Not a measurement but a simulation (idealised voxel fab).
process module | voxel local oxidation
cross-section cut | 210 nm wide | cells 5 nm
A cross-section is a grid of square cells, given in bands from the top down. A band is one or more rows of cells.
Each band's line starts with the height of the band's top and of its bottom, in nm. Then come its materials from left to right, each with its width in nm. One material with "throughout" fills the band from edge to edge. "air" is empty space.
Height 0 is the level under which the wafer as received is all one material. The lowest band goes on downwards, as in "0 down".
A width such as "30 to 40" changes by the same amount from each row of cells to the next, from the band's top row to its bottom row.
"no change" after a step means that no cell of the cross-section changed.
closed voids: empty space of 8 cells or more with no open way to the top, each as width x height at its distance from the left edge, in nm
after a step's settings: what the simulator itself notes on the step
overlay nm, on a step with a mask: how far to the right of its planned place the mask lay; to the left if negative
plan
1 op RECEIVE | material Si
2 op OXIDIZE | depth nm 5
3 op CONFORMAL_DEP | material SiN | thk nm 10
4 op MASKED_ETCH | tone cover | mask id ACTIVE | width nm 130 | etch materials SiN | depth nm 10 | overlay nm 0
5 op SELECTIVE_ETCH | etch materials SiO2 | depth nm 5
6 op OXIDIZE | depth nm 10
7 op STRIP | etch materials SiN
as received, after step 1
  0 down: Si throughout
  closed voids: none
a wafer at the end: this start, this plan, one mistake
  -5 to -15: air 55 | Si 100 | air 55
  -15 down: Si throughout
  closed voids: none
what went wrong: step 7 ran as: op STRIP | etch materials SiO2
